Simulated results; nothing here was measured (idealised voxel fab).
Process module under the name voxel released beams
Square cell edge 5 nm, section width 295 nm, ID cut.
Cross-section spec: square-cell grid; bands listed top down; each band is one or more rows. Within each band entry, the heights of the top and of the bottom of the band appear first, in that order and in nm; the materials of the band then follow from left to right, each with its corresponding width in nm. The designation "edge to edge" on a single material indicates that it fills the band from edge to edge; the designation "blank" indicates empty space. Heads up on the height convention: 0 is the point under which the incoming wafer is all one material, and the lowest band has no bottom, it just keeps going down, like "0 nm and below". Width "30->40": first value at the band's top row of cells, second value at its bottom row, equal change from row to row. "same as before" -> step changed no cross-section cell. Listed in "Voids, fully enclosed": every empty space of 8 or more cells without an open way to the top. Form: width x height at distance, the distance being from the left edge, all in nm. Whatever follows a step's settings on its line is a remark the simulator itself makes about that step. Each step line may optionally specify "overlay nm", which for a step with a mask gives the rightward distance between the mask's planned place and where it lay, a negative value indicating the leftward direction. Everything after this point is organized in pairs: a cross-section before one process step, a cross-section after it that shows only as deep as the lowest changed band, and, under the pair, the intervening step with its settings. Because different runs of this module on the same starting wafer can supply different pairs, a pair continues from the pair above it only if its entry headed "Geometry before processing" says so.

### Geometry before processing
    0 nm and below: Si edge to edge
    Voids, fully enclosed: none

### Step Result
    5 nm to 0 nm: Al2O3 edge to edge
    Unchanged below 0.
    Voids, fully enclosed: none
Process step (between the before and after cross-sections above): CONFORMAL_DEP: material Al2O3, thk nm 5

Geometry before processing: Please consult the pair immediately above; the cross-section it shows after its step is the state before this step.

### Step Result
    25 nm to 5 nm: SiO2 edge to edge
    Unchanged below 5.
    Voids, fully enclosed: none
Process step (between the before and after cross-sections above): DIRECTIONAL_DEP: material SiO2, thk nm 20

Geometry before processing: Please consult the pair immediately above; the cross-section it shows after its step is the state before this step.

### Step Result
    25 nm to 5 nm: 95 nm SiO2  35 nm blank  165 nm SiO2
    Unchanged below 5.
    Voids, fully enclosed: none
Process step (between the before and after cross-sections above): MASKED_ETCH: tone open, mask id ANCHOR, width nm 35, etch materials SiO2, depth nm 20, overlay nm 0

Geometry before processing: Please consult the pair immediately above; the cross-section it shows after its step is the state before this step.

### Step Result
    35 nm to 25 nm: 105 nm SiN  15 nm blank  175 nm SiN
    25 nm to 15 nm: 95 nm SiO2  10 nm SiN  15 nm blank  10 nm SiN  165 nm SiO2
    15 nm to 5 nm: 95 nm SiO2  35 nm SiN  165 nm SiO2
    Unchanged below 5.
    Voids, fully enclosed: none
Process step (between the before and after cross-sections above): CONFORMAL_DEP: material SiN, thk nm 10

Geometry before processing: Please consult the pair immediately above; the cross-section it shows after its step is the state before this step.

### Step Result
    50 nm to 35 nm: 105 nm aC  15 nm blank  175 nm aC
    35 nm to 30 nm: 105 nm SiN  15 nm blank  175 nm SiN
    30 nm to 25 nm: 105 nm SiN  15 nm aC  175 nm SiN
    25 nm to 15 nm: 95 nm SiO2  10 nm SiN  15 nm aC  10 nm SiN  165 nm SiO2
    Unchanged below 15.
    Voids, fully enclosed: none
Process step (between the before and after cross-sections above): DIRECTIONAL_DEP: material aC, thk nm 15

Geometry before processing: Please consult the pair immediately above; the cross-section it shows after its step is the state before this step.

### Step Result
    80 nm to 50 nm: 90 nm blank  110 nm resist  95 nm blank
    50 nm to 35 nm: 105 nm aC  15 nm resist  175 nm aC
    35 nm to 30 nm: 105 nm SiN  15 nm resist  175 nm SiN
    Unchanged below 30.
    Voids, fully enclosed: none
Process step (between the before and after cross-sections above): PATTERN: tone cover, mask id BEAM, material resist, width nm 110, thk nm 30, overlay nm 0

Geometry before processing: Please consult the pair immediately above; the cross-section it shows after its step is the state before this step.

### Step Result
    65 nm to 50 nm: 90 nm blank  110 nm resist  95 nm blank
    50 nm to 35 nm: 90 nm blank  15 nm aC  15 nm resist  80 nm aC  95 nm blank
    Unchanged below 35.
    Voids, fully enclosed: none
Process step (between the before and after cross-sections above): DIRECTIONAL_ETCH: etch materials aC, depth nm 15

Geometry before processing: Please consult the pair immediately above; the cross-section it shows after its step is the state before this step.

### Step Result
    50 nm to 35 nm: 90 nm blank  15 nm aC  15 nm blank  80 nm aC  95 nm blank
    35 nm to 30 nm: 105 nm SiN  15 nm blank  175 nm SiN
    Unchanged below 30.
    Voids, fully enclosed: none
Process step (between the before and after cross-sections above): STRIP: etch materials resist

Geometry before processing: Please consult the pair immediately above; the cross-section it shows after its step is the state before this step.

### Step Result
    50 nm to 35 nm: 90 nm blank  15 nm aC  15 nm blank  80 nm aC  95 nm blank
    35 nm to 30 nm: 90 nm blank  15 nm SiN  15 nm blank  80 nm SiN  95 nm blank
    30 nm to 25 nm: 90 nm blank  15 nm SiN  15 nm aC  80 nm SiN  95 nm blank
    Unchanged below 25.
    Voids, fully enclosed: none
Process step (between the before and after cross-sections above): DIRECTIONAL_ETCH: etch materials SiN, depth nm 10

Geometry before processing: Please consult the pair immediately above; the cross-section it shows after its step is the state before this step.

### Step Result
    35 nm to 25 nm: 90 nm blank  15 nm SiN  15 nm blank  80 nm SiN  95 nm blank
    25 nm to 15 nm: 95 nm SiO2  10 nm SiN  15 nm blank  10 nm SiN  165 nm SiO2
    Unchanged below 15.
    Voids, fully enclosed: none
Process step (between the before and after cross-sections above): STRIP: etch materials aC

Geometry before processing: Please consult the pair immediately above; the cross-section it shows after its step is the state before this step.

### Step Result
    35 nm to 25 nm: 90 nm blank  15 nm SiN  15 nm blank  80 nm SiN  95 nm blank
    25 nm to 15 nm: 95 nm blank  10 nm SiN  15 nm blank  10 nm SiN  165 nm blank
    15 nm to 5 nm: 95 nm blank  35 nm SiN  165 nm blank
    Unchanged below 5.
    Voids, fully enclosed: none
Process step (between the before and after cross-sections above): STRIP: etch materials SiO2

### Geometry before processing
    5 nm to 0 nm: Al2O3 edge to edge
    0 nm and below: Si edge to edge
    Voids, fully enclosed: none

### Step Result
    15 nm to 5 nm: SiN edge to edge
    Unchanged below 5.
    Voids, fully enclosed: none
Process step (between the before and after cross-sections above): CONFORMAL_DEP: material SiN, thk nm 10

Geometry before processing: Please consult the pair immediately above; the cross-section it shows after its step is the state before this step.

### Step Result
    30 nm to 15 nm: aC edge to edge
    Unchanged below 15.
    Voids, fully enclosed: none
Process step (between the before and after cross-sections above): DIRECTIONAL_DEP: material aC, thk nm 15

Geometry before processing: Please consult the pair immediately above; the cross-section it shows after its step is the state before this step.

### Step Result
    60 nm to 30 nm: 90 nm blank  110 nm resist  95 nm blank
    Unchanged below 30.
    Voids, fully enclosed: none
Process step (between the before and after cross-sections above): PATTERN: tone cover, mask id BEAM, material resist, width nm 110, thk nm 30, overlay nm 0

Geometry before processing: Please consult the pair immediately above; the cross-section it shows after its step is the state before this step.

### Step Result
    45 nm to 30 nm: 90 nm blank  110 nm resist  95 nm blank
    30 nm to 15 nm: 90 nm blank  110 nm aC  95 nm blank
    Unchanged below 15.
    Voids, fully enclosed: none
Process step (between the before and after cross-sections above): DIRECTIONAL_ETCH: etch materials aC, depth nm 15

Geometry before processing: Please consult the pair immediately above; the cross-section it shows after its step is the state before this step.

### Step Result
    30 nm to 15 nm: 90 nm blank  110 nm aC  95 nm blank
    Unchanged below 15.
    Voids, fully enclosed: none
Process step (between the before and after cross-sections above): STRIP: etch materials resist

Geometry before processing: Please consult the pair immediately above; the cross-section it shows after its step is the state before this step.

### Step Result
    30 nm to 15 nm: 90 nm blank  110 nm aC  95 nm blank
    15 nm to 5 nm: 90 nm blank  110 nm SiN  95 nm blank
    Unchanged below 5.
    Voids, fully enclosed: none
Process step (between the before and after cross-sections above): DIRECTIONAL_ETCH: etch materials SiN, depth nm 10

Geometry before processing: Please consult the pair immediately above; the cross-section it shows after its step is the state before this step.

### Step Result
    15 nm to 5 nm: 90 nm blank  110 nm SiN  95 nm blank
    Unchanged below 5.
    Voids, fully enclosed: none
Process step (between the before and after cross-sections above): STRIP: etch materials aC

### Geometry before processing
    0 nm and below: Si edge to edge
    Voids, fully enclosed: none

### Step Result
    20 nm to 0 nm: SiO2 edge to edge
    Unchanged below 0.
    Voids, fully enclosed: none
Process step (between the before and after cross-sections above): DIRECTIONAL_DEP: material SiO2, thk nm 20

Geometry before processing: Please consult the pair immediately above; the cross-section it shows after its step is the state before this step.

### Step Result
    25 nm to 20 nm: Al2O3 edge to edge
    Unchanged below 20.
    Voids, fully enclosed: none
Process step (between the before and after cross-sections above): CONFORMAL_DEP: material Al2O3, thk nm 5

Geometry before processing: Please consult the pair immediately above; the cross-section it shows after its step is the state before this step.

### Step Result
    35 nm to 25 nm: SiN edge to edge
    Unchanged below 25.
    Voids, fully enclosed: none
Process step (between the before and after cross-sections above): CONFORMAL_DEP: material SiN, thk nm 10

Geometry before processing: Please consult the pair immediately above; the cross-section it shows after its step is the state before this step.

### Step Result
    50 nm to 35 nm: aC edge to edge
    Unchanged below 35.
    Voids, fully enclosed: none
Process step (between the before and after cross-sections above): DIRECTIONAL_DEP: material aC, thk nm 15

Geometry before processing: Please consult the pair immediately above; the cross-section it shows after its step is the state before this step.

### Step Result
    80 nm to 50 nm: 90 nm blank  110 nm resist  95 nm blank
    Unchanged below 50.
    Voids, fully enclosed: none
Process step (between the before and after cross-sections above): PATTERN: tone cover, mask id BEAM, material resist, width nm 110, thk nm 30, overlay nm 0

Geometry before processing: Please consult the pair immediately above; the cross-section it shows after its step is the state before this step.

### Step Result
    65 nm to 50 nm: 90 nm blank  110 nm resist  95 nm blank
    50 nm to 35 nm: 90 nm blank  110 nm aC  95 nm blank
    Unchanged below 35.
    Voids, fully enclosed: none
Process step (between the before and after cross-sections above): DIRECTIONAL_ETCH: etch materials aC, depth nm 15

Geometry before processing: Please consult the pair immediately above; the cross-section it shows after its step is the state before this step.

### Step Result
    50 nm to 35 nm: 90 nm blank  110 nm aC  95 nm blank
    Unchanged below 35.
    Voids, fully enclosed: none
Process step (between the before and after cross-sections above): STRIP: etch materials resist

Geometry before processing: Please consult the pair immediately above; the cross-section it shows after its step is the state before this step.

### Step Result
    50 nm to 35 nm: 90 nm blank  110 nm aC  95 nm blank
    35 nm to 25 nm: 90 nm blank  110 nm SiN  95 nm blank
    Unchanged below 25.
    Voids, fully enclosed: none
Process step (between the before and after cross-sections above): DIRECTIONAL_ETCH: etch materials SiN, depth nm 10

Geometry before processing: Please consult the pair immediately above; the cross-section it shows after its step is the state before this step.

### Step Result
    35 nm to 25 nm: 90 nm blank  110 nm SiN  95 nm blank
    Unchanged below 25.
    Voids, fully enclosed: none
Process step (between the before and after cross-sections above): STRIP: etch materials aC

### Geometry before processing
    0 nm and below: Si edge to edge
    Voids, fully enclosed: none

### Step Result
    15 nm to 0 nm: Al2O3 edge to edge
    Unchanged below 0.
    Voids, fully enclosed: none
Process step (between the before and after cross-sections above): CONFORMAL_DEP: material Al2O3, thk nm 15

Geometry before processing: Please consult the pair immediately above; the cross-section it shows after its step is the state before this step.

### Step Result
    35 nm to 15 nm: SiO2 edge to edge
    Unchanged below 15.
    Voids, fully enclosed: none
Process step (between the before and after cross-sections above): DIRECTIONAL_DEP: material SiO2, thk nm 20

Geometry before processing: Please consult the pair immediately above; the cross-section it shows after its step is the state before this step.

### Step Result
    35 nm to 15 nm: 95 nm SiO2  35 nm blank  165 nm SiO2
    Unchanged below 15.
    Voids, fully enclosed: none
Process step (between the before and after cross-sections above): MASKED_ETCH: tone open, mask id ANCHOR, width nm 35, etch materials SiO2, depth nm 20, overlay nm 0

Geometry before processing: Please consult the pair immediately above; the cross-section it shows after its step is the state before this step.

### Step Result
    45 nm to 35 nm: 105 nm SiN  15 nm blank  175 nm SiN
    35 nm to 25 nm: 95 nm SiO2  10 nm SiN  15 nm blank  10 nm SiN  165 nm SiO2
    25 nm to 15 nm: 95 nm SiO2  35 nm SiN  165 nm SiO2
    Unchanged below 15.
    Voids, fully enclosed: none
Process step (between the before and after cross-sections above): CONFORMAL_DEP: material SiN, thk nm 10

Geometry before processing: Please consult the pair immediately above; the cross-section it shows after its step is the state before this step.

### Step Result
    60 nm to 45 nm: 105 nm aC  15 nm blank  175 nm aC
    45 nm to 40 nm: 105 nm SiN  15 nm blank  175 nm SiN
    40 nm to 35 nm: 105 nm SiN  15 nm aC  175 nm SiN
    35 nm to 25 nm: 95 nm SiO2  10 nm SiN  15 nm aC  10 nm SiN  165 nm SiO2
    Unchanged below 25.
    Voids, fully enclosed: none
Process step (between the before and after cross-sections above): DIRECTIONAL_DEP: material aC, thk nm 15

Geometry before processing: Please consult the pair immediately above; the cross-section it shows after its step is the state before this step.

### Step Result
    90 nm to 60 nm: 90 nm blank  110 nm resist  95 nm blank
    60 nm to 45 nm: 105 nm aC  15 nm resist  175 nm aC
    45 nm to 40 nm: 105 nm SiN  15 nm resist  175 nm SiN
    Unchanged below 40.
    Voids, fully enclosed: none
Process step (between the before and after cross-sections above): PATTERN: tone cover, mask id BEAM, material resist, width nm 110, thk nm 30, overlay nm 0

Geometry before processing: Please consult the pair immediately above; the cross-section it shows after its step is the state before this step.

### Step Result
    75 nm to 60 nm: 90 nm blank  110 nm resist  95 nm blank
    60 nm to 45 nm: 90 nm blank  15 nm aC  15 nm resist  80 nm aC  95 nm blank
    Unchanged below 45.
    Voids, fully enclosed: none
Process step (between the before and after cross-sections above): DIRECTIONAL_ETCH: etch materials aC, depth nm 15

Geometry before processing: Please consult the pair immediately above; the cross-section it shows after its step is the state before this step.

### Step Result
    60 nm to 45 nm: 90 nm blank  15 nm aC  15 nm blank  80 nm aC  95 nm blank
    45 nm to 40 nm: 105 nm SiN  15 nm blank  175 nm SiN
    Unchanged below 40.
    Voids, fully enclosed: none
Process step (between the before and after cross-sections above): STRIP: etch materials resist

Geometry before processing: Please consult the pair immediately above; the cross-section it shows after its step is the state before this step.

### Step Result
    60 nm to 45 nm: 90 nm blank  15 nm aC  15 nm blank  80 nm aC  95 nm blank
    45 nm to 40 nm: 90 nm blank  15 nm SiN  15 nm blank  80 nm SiN  95 nm blank
    40 nm to 35 nm: 90 nm blank  15 nm SiN  15 nm aC  80 nm SiN  95 nm blank
    Unchanged below 35.
    Voids, fully enclosed: none
Process step (between the before and after cross-sections above): DIRECTIONAL_ETCH: etch materials SiN, depth nm 10

Geometry before processing: Please consult the pair immediately above; the cross-section it shows after its step is the state before this step.

### Step Result
    45 nm to 35 nm: 90 nm blank  15 nm SiN  15 nm blank  80 nm SiN  95 nm blank
    35 nm to 25 nm: 95 nm SiO2  10 nm SiN  15 nm blank  10 nm SiN  165 nm SiO2
    Unchanged below 25.
    Voids, fully enclosed: none
Process step (between the before and after cross-sections above): STRIP: etch materials aC

Geometry before processing: Please consult the pair immediately above; the cross-section it shows after its step is the state before this step.

### Step Result
    45 nm to 35 nm: 90 nm blank  15 nm SiN  15 nm blank  80 nm SiN  95 nm blank
    35 nm to 25 nm: 95 nm blank  10 nm SiN  15 nm blank  10 nm SiN  165 nm blank
    25 nm to 15 nm: 95 nm blank  35 nm SiN  165 nm blank
    Unchanged below 15.
    Voids, fully enclosed: none
Process step (between the before and after cross-sections above): STRIP: etch materials SiO2

### Geometry before processing
    50 nm to 35 nm: 105 nm aC  15 nm blank  175 nm aC
    35 nm to 30 nm: 105 nm SiN  15 nm blank  175 nm SiN
    30 nm to 25 nm: 105 nm SiN  15 nm aC  175 nm SiN
    25 nm to 15 nm: 95 nm SiO2  10 nm SiN  15 nm aC  10 nm SiN  165 nm SiO2
    15 nm to 5 nm: 95 nm SiO2  35 nm SiN  165 nm SiO2
    5 nm to 0 nm: Al2O3 edge to edge
    0 nm and below: Si edge to edge
    Voids, fully enclosed: none

### Step Result
    80 nm to 50 nm: 95 nm blank  105 nm resist  95 nm blank
    50 nm to 35 nm: 105 nm aC  15 nm resist  175 nm aC
    35 nm to 30 nm: 105 nm SiN  15 nm resist  175 nm SiN
    Unchanged below 30.
    Voids, fully enclosed: none
Process step (between the before and after cross-sections above): PATTERN: tone cover, mask id BEAM, material resist, width nm 105, thk nm 30, overlay nm 0

Geometry before processing: Please consult the pair immediately above; the cross-section it shows after its step is the state before this step.

### Step Result
    65 nm to 50 nm: 95 nm blank  105 nm resist  95 nm blank
    50 nm to 35 nm: 95 nm blank  10 nm aC  15 nm resist  80 nm aC  95 nm blank
    Unchanged below 35.
    Voids, fully enclosed: none
Process step (between the before and after cross-sections above): DIRECTIONAL_ETCH: etch materials aC, depth nm 15

Geometry before processing: Please consult the pair immediately above; the cross-section it shows after its step is the state before this step.

### Step Result
    50 nm to 35 nm: 95 nm blank  10 nm aC  15 nm blank  80 nm aC  95 nm blank
    35 nm to 30 nm: 105 nm SiN  15 nm blank  175 nm SiN
    Unchanged below 30.
    Voids, fully enclosed: none
Process step (between the before and after cross-sections above): STRIP: etch materials resist

Geometry before processing: Please consult the pair immediately above; the cross-section it shows after its step is the state before this step.

### Step Result
    50 nm to 35 nm: 95 nm blank  10 nm aC  15 nm blank  80 nm aC  95 nm blank
    35 nm to 30 nm: 95 nm blank  10 nm SiN  15 nm blank  80 nm SiN  95 nm blank
    30 nm to 25 nm: 95 nm blank  10 nm SiN  15 nm aC  80 nm SiN  95 nm blank
    Unchanged below 25.
    Voids, fully enclosed: none
Process step (between the before and after cross-sections above): DIRECTIONAL_ETCH: etch materials SiN, depth nm 10

Geometry before processing: Please consult the pair immediately above; the cross-section it shows after its step is the state before this step.

### Step Result
    35 nm to 25 nm: 95 nm blank  10 nm SiN  15 nm blank  80 nm SiN  95 nm blank
    25 nm to 15 nm: 95 nm SiO2  10 nm SiN  15 nm blank  10 nm SiN  165 nm SiO2
    Unchanged below 15.
    Voids, fully enclosed: none
Process step (between the before and after cross-sections above): STRIP: etch materials aC

Geometry before processing: Please consult the pair immediately above; the cross-section it shows after its step is the state before this step.

### Step Result
    35 nm to 25 nm: 95 nm blank  10 nm SiN  15 nm blank  80 nm SiN  95 nm blank
    25 nm to 15 nm: 95 nm blank  10 nm SiN  15 nm blank  10 nm SiN  165 nm blank
    15 nm to 5 nm: 95 nm blank  35 nm SiN  165 nm blank
    Unchanged below 5.
    Voids, fully enclosed: none
Process step (between the before and after cross-sections above): STRIP: etch materials SiO2

### Geometry before processing
    50 nm to 35 nm: 105 nm aC  15 nm blank  175 nm aC
    35 nm to 30 nm: 105 nm SiN  15 nm blank  175 nm SiN
    30 nm to 25 nm: 105 nm SiN  15 nm aC  175 nm SiN
    25 nm to 15 nm: 95 nm SiO2  10 nm SiN  15 nm aC  10 nm SiN  165 nm SiO2
    15 nm to 5 nm: 95 nm SiO2  35 nm SiN  165 nm SiO2
    5 nm to 0 nm: Al2O3 edge to edge
    0 nm and below: Si edge to edge
    Voids, fully enclosed: none

### Step Result
    80 nm to 50 nm: 80 nm blank  110 nm resist  105 nm blank
    50 nm to 35 nm: 105 nm aC  15 nm resist  175 nm aC
    35 nm to 30 nm: 105 nm SiN  15 nm resist  175 nm SiN
    Unchanged below 30.
    Voids, fully enclosed: none
Process step (between the before and after cross-sections above): PATTERN: tone cover, mask id BEAM, material resist, width nm 110, thk nm 30, overlay nm -10

Geometry before processing: Please consult the pair immediately above; the cross-section it shows after its step is the state before this step.

### Step Result
    65 nm to 50 nm: 80 nm blank  110 nm resist  105 nm blank
    50 nm to 35 nm: 80 nm blank  25 nm aC  15 nm resist  70 nm aC  105 nm blank
    Unchanged below 35.
    Voids, fully enclosed: none
Process step (between the before and after cross-sections above): DIRECTIONAL_ETCH: etch materials aC, depth nm 15

Geometry before processing: Please consult the pair immediately above; the cross-section it shows after its step is the state before this step.

### Step Result
    50 nm to 35 nm: 80 nm blank  25 nm aC  15 nm blank  70 nm aC  105 nm blank
    35 nm to 30 nm: 105 nm SiN  15 nm blank  175 nm SiN
    Unchanged below 30.
    Voids, fully enclosed: none
Process step (between the before and after cross-sections above): STRIP: etch materials resist

Geometry before processing: Please consult the pair immediately above; the cross-section it shows after its step is the state before this step.

### Step Result
    50 nm to 35 nm: 80 nm blank  25 nm aC  15 nm blank  70 nm aC  105 nm blank
    35 nm to 30 nm: 80 nm blank  25 nm SiN  15 nm blank  70 nm SiN  105 nm blank
    30 nm to 25 nm: 80 nm blank  25 nm SiN  15 nm aC  70 nm SiN  105 nm blank
    Unchanged below 25.
    Voids, fully enclosed: none
Process step (between the before and after cross-sections above): DIRECTIONAL_ETCH: etch materials SiN, depth nm 10

Geometry before processing: Please consult the pair immediately above; the cross-section it shows after its step is the state before this step.

### Step Result
    35 nm to 25 nm: 80 nm blank  25 nm SiN  15 nm blank  70 nm SiN  105 nm blank
    25 nm to 15 nm: 95 nm SiO2  10 nm SiN  15 nm blank  10 nm SiN  165 nm SiO2
    Unchanged below 15.
    Voids, fully enclosed: none
Process step (between the before and after cross-sections above): STRIP: etch materials aC

Geometry before processing: Please consult the pair immediately above; the cross-section it shows after its step is the state before this step.

### Step Result
    35 nm to 25 nm: 80 nm blank  25 nm SiN  15 nm blank  70 nm SiN  105 nm blank
    25 nm to 15 nm: 95 nm blank  10 nm SiN  15 nm blank  10 nm SiN  165 nm blank
    15 nm to 5 nm: 95 nm blank  35 nm SiN  165 nm blank
    Unchanged below 5.
    Voids, fully enclosed: none
Process step (between the before and after cross-sections above): STRIP: etch materials SiO2

### Geometry before processing
    25 nm to 5 nm: 95 nm SiO2  35 nm blank  165 nm SiO2
    5 nm to 0 nm: Al2O3 edge to edge
    0 nm and below: Si edge to edge
    Voids, fully enclosed: none

### Step Result
    35 nm to 25 nm: 105 nm Al2O3  15 nm blank  175 nm Al2O3
    25 nm to 15 nm: 95 nm SiO2  10 nm Al2O3  15 nm blank  10 nm Al2O3  165 nm SiO2
    15 nm to 5 nm: 95 nm SiO2  35 nm Al2O3  165 nm SiO2
    Unchanged below 5.
    Voids, fully enclosed: none
Process step (between the before and after cross-sections above): CONFORMAL_DEP: material Al2O3, thk nm 10

Geometry before processing: Please consult the pair immediately above; the cross-section it shows after its step is the state before this step.

### Step Result
    50 nm to 35 nm: 105 nm aC  15 nm blank  175 nm aC
    35 nm to 30 nm: 105 nm Al2O3  15 nm blank  175 nm Al2O3
    30 nm to 25 nm: 105 nm Al2O3  15 nm aC  175 nm Al2O3
    25 nm to 15 nm: 95 nm SiO2  10 nm Al2O3  15 nm aC  10 nm Al2O3  165 nm SiO2
    Unchanged below 15.
    Voids, fully enclosed: none
Process step (between the before and after cross-sections above): DIRECTIONAL_DEP: material aC, thk nm 15

Geometry before processing: Please consult the pair immediately above; the cross-section it shows after its step is the state before this step.

### Step Result
    80 nm to 50 nm: 90 nm blank  110 nm resist  95 nm blank
    50 nm to 35 nm: 105 nm aC  15 nm resist  175 nm aC
    35 nm to 30 nm: 105 nm Al2O3  15 nm resist  175 nm Al2O3
    Unchanged below 30.
    Voids, fully enclosed: none
Process step (between the before and after cross-sections above): PATTERN: tone cover, mask id BEAM, material resist, width nm 110, thk nm 30, overlay nm 0

Geometry before processing: Please consult the pair immediately above; the cross-section it shows after its step is the state before this step.

### Step Result
    65 nm to 50 nm: 90 nm blank  110 nm resist  95 nm blank
    50 nm to 35 nm: 90 nm blank  15 nm aC  15 nm resist  80 nm aC  95 nm blank
    Unchanged below 35.
    Voids, fully enclosed: none
Process step (between the before and after cross-sections above): DIRECTIONAL_ETCH: etch materials aC, depth nm 15

Geometry before processing: Please consult the pair immediately above; the cross-section it shows after its step is the state before this step.

### Step Result
    50 nm to 35 nm: 90 nm blank  15 nm aC  15 nm blank  80 nm aC  95 nm blank
    35 nm to 30 nm: 105 nm Al2O3  15 nm blank  175 nm Al2O3
    Unchanged below 30.
    Voids, fully enclosed: none
Process step (between the before and after cross-sections above): STRIP: etch materials resist

Geometry before processing: Please consult the pair immediately above; the cross-section it shows after its step is the state before this step.

### Step Result
    35 nm to 25 nm: 105 nm Al2O3  15 nm blank  175 nm Al2O3
    25 nm to 15 nm: 95 nm SiO2  10 nm Al2O3  15 nm blank  10 nm Al2O3  165 nm SiO2
    Unchanged below 15.
    Voids, fully enclosed: none
Process step (between the before and after cross-sections above): STRIP: etch materials aC

### Geometry before processing
    25 nm to 5 nm: SiO2 edge to edge
    5 nm to 0 nm: Al2O3 edge to edge
    0 nm and below: Si edge to edge
    Voids, fully enclosed: none

### Step Result
    25 nm to 5 nm: 95 nm blank  35 nm SiO2  165 nm blank
    Unchanged below 5.
    Voids, fully enclosed: none
Process step (between the before and after cross-sections above): MASKED_ETCH: tone cover, mask id ANCHOR, width nm 35, etch materials SiO2, depth nm 20, overlay nm 0

Geometry before processing: Please consult the pair immediately above; the cross-section it shows after its step is the state before this step.

### Step Result
    35 nm to 25 nm: 85 nm blank  55 nm SiN  155 nm blank
    25 nm to 15 nm: 85 nm blank  10 nm SiN  35 nm SiO2  10 nm SiN  155 nm blank
    15 nm to 5 nm: 95 nm SiN  35 nm SiO2  165 nm SiN
    Unchanged below 5.
    Voids, fully enclosed: none
Process step (between the before and after cross-sections above): CONFORMAL_DEP: material SiN, thk nm 10

Geometry before processing: Please consult the pair immediately above; the cross-section it shows after its step is the state before this step.

### Step Result
    50 nm to 35 nm: 85 nm blank  55 nm aC  155 nm blank
    35 nm to 30 nm: 85 nm blank  55 nm SiN  155 nm blank
    30 nm to 25 nm: 85 nm aC  55 nm SiN  155 nm aC
    25 nm to 15 nm: 85 nm aC  10 nm SiN  35 nm SiO2  10 nm SiN  155 nm aC
    Unchanged below 15.
    Voids, fully enclosed: none
Process step (between the before and after cross-sections above): DIRECTIONAL_DEP: material aC, thk nm 15

Geometry before processing: Please consult the pair immediately above; the cross-section it shows after its step is the state before this step.

### Step Result
    80 nm to 50 nm: 90 nm blank  110 nm resist  95 nm blank
    50 nm to 35 nm: 85 nm blank  55 nm aC  60 nm resist  95 nm blank
    35 nm to 30 nm: 85 nm blank  55 nm SiN  60 nm resist  95 nm blank
    Unchanged below 30.
    Voids, fully enclosed: none
Process step (between the before and after cross-sections above): PATTERN: tone cover, mask id BEAM, material resist, width nm 110, thk nm 30, overlay nm 0

Geometry before processing: Please consult the pair immediately above; the cross-section it shows after its step is the state before this step.

### Step Result
    65 nm to 50 nm: 90 nm blank  110 nm resist  95 nm blank
    50 nm to 35 nm: 90 nm blank  50 nm aC  60 nm resist  95 nm blank
    35 nm to 30 nm: 85 nm blank  55 nm SiN  60 nm resist  95 nm blank
    30 nm to 25 nm: 85 nm blank  55 nm SiN  60 nm aC  95 nm blank
    25 nm to 15 nm: 85 nm blank  10 nm SiN  35 nm SiO2  10 nm SiN  60 nm aC  95 nm blank
    Unchanged below 15.
    Voids, fully enclosed: none
Process step (between the before and after cross-sections above): DIRECTIONAL_ETCH: etch materials aC, depth nm 15

Geometry before processing: Please consult the pair immediately above; the cross-section it shows after its step is the state before this step.

### Step Result
    50 nm to 35 nm: 90 nm blank  50 nm aC  155 nm blank
    35 nm to 30 nm: 85 nm blank  55 nm SiN  155 nm blank
    Unchanged below 30.
    Voids, fully enclosed: none
Process step (between the before and after cross-sections above): STRIP: etch materials resist

Geometry before processing: Please consult the pair immediately above; the cross-section it shows after its step is the state before this step.

### Step Result
    50 nm to 35 nm: 90 nm blank  50 nm aC  155 nm blank
    35 nm to 30 nm: 90 nm blank  50 nm SiN  155 nm blank
    30 nm to 25 nm: 90 nm blank  50 nm SiN  60 nm aC  95 nm blank
    25 nm to 15 nm: 85 nm blank  10 nm SiN  35 nm SiO2  10 nm SiN  60 nm aC  95 nm blank
    15 nm to 5 nm: 85 nm blank  10 nm SiN  35 nm SiO2  70 nm SiN  95 nm blank
    Unchanged below 5.
    Voids, fully enclosed: none
Process step (between the before and after cross-sections above): DIRECTIONAL_ETCH: etch materials SiN, depth nm 10

Geometry before processing: Please consult the pair immediately above; the cross-section it shows after its step is the state before this step.

### Step Result
    35 nm to 25 nm: 90 nm blank  50 nm SiN  155 nm blank
    25 nm to 15 nm: 85 nm blank  10 nm SiN  35 nm SiO2  10 nm SiN  155 nm blank
    Unchanged below 15.
    Voids, fully enclosed: none
Process step (between the before and after cross-sections above): STRIP: etch materials aC
